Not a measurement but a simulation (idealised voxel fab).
Herein follows the process module entitled voxel gate over fins.
In the cross-section labelled cut, the width is 300 nm and each square cell is 5 nm.
Cross-section layout: square cells on a grid; listed as bands, top to bottom; a band spans one or more cell rows. Top height, bottom height, nm. Materials left to right, width each, nm. Single material + "edge to edge" = fills band edge to edge. "empty" = empty. Heights from 0 (as-received wafer is one material below). Bottom band endless downward, as "0 and below". Top row gets the first number, bottom row gets the second, and each row in between changes by the same step: that is how a band width like "30->40" works. When a step is marked "remains unaltered", none of the cells in the cross-section changed during that step. Voids not open to the top, 8 cells minimum: see "Closed cavities". Written width x height at distance; distance is from the left edge; nm. On each step's line, the part that comes after the settings is the simulator's own comment on the step. The "overlay nm" setting may appear on a step's line; for a step that uses a mask, it gives how far to the right of its planned position the mask lay, and a negative value indicates the left.

[Planned process steps]
1 RECEIVE | material Si
2 CONFORMAL_DEP | material SiN | thk nm 5
3 MASKED_ETCH | tone cover | mask id FINS | width nm 15 | pitch nm 40 | etch materials SiN | depth nm 5 | overlay nm 0
4 MASKED_ETCH | tone cover | mask id FINS | width nm 15 | pitch nm 40 | etch materials Si | depth nm 40 | overlay nm 0
5 OXIDIZE | depth nm 5
6 FILL_DEP | material SiO2 | thk nm 15
7 CMP | height nm 5
8 SELECTIVE_ETCH | etch materials SiO2 | depth nm 20
9 STRIP | etch materials SiN
10 CONFORMAL_DEP | material HfO2 | thk nm 5
11 CONFORMAL_DEP | material TiN | thk nm 5
12 FILL_DEP | material W | thk nm 15
13 CMP | height nm 20
14 CONFORMAL_DEP | material SiN | thk nm 5

[Cross-section of the wafer as it came to us, i.e., already through step 1]
> 0 and below | Si edge to edge
> Closed cavities: none

[The following cross-section depicts the wafer upon conclusion of the module. Processing commenced from the starting condition illustrated above and adhered to the plan illustrated above, save for one mistake in execution]
> 25 down to 20 | SiN edge to edge
> 20 down to 10 | W edge to edge
> 10 down to 5 | 85 of W; 25 of TiN; 15 of W; 25 of TiN; 15 of W; 25 of TiN; 110 of W
> 5 down to 0 | 85 of W; 5 of TiN; 15 of HfO2; 15 of TiN; 5 of W; 5 of TiN; 15 of HfO2; 15 of TiN; 5 of W; 5 of TiN; 15 of HfO2; 15 of TiN; 100 of W
> 0 down to -5 | 85 of W; 5 of TiN; 5 of HfO2; 5 of Si; 15 of HfO2; 5 of TiN; 5 of W; 5 of TiN; 5 of HfO2; 5 of Si; 15 of HfO2; 5 of TiN; 5 of W; 5 of TiN; 5 of HfO2; 5 of Si; 15 of HfO2; 5 of TiN; 100 of W
> -5 down to -10 | 90 of TiN; 5 of HfO2; 15 of Si; 5 of HfO2; 15 of TiN; 5 of HfO2; 15 of Si; 5 of HfO2; 15 of TiN; 5 of HfO2; 15 of Si; 5 of HfO2; 105 of TiN
> -10 down to -15 | 95 of HfO2; 15 of Si; 25 of HfO2; 15 of Si; 25 of HfO2; 15 of Si; 110 of HfO2
> -15 down to -45 | 95 of SiO2; 15 of Si; 25 of SiO2; 15 of Si; 25 of SiO2; 15 of Si; 110 of SiO2
> -45 and below | Si edge to edge
> Closed cavities: none
What went wrong in running the wafer? step 3 ran differently from the plan; actual operation with settings: MASKED_ETCH | tone cover | mask id FINS | width nm 15 | pitch nm 40 | etch materials SiN | depth nm 5 | overlay nm -10
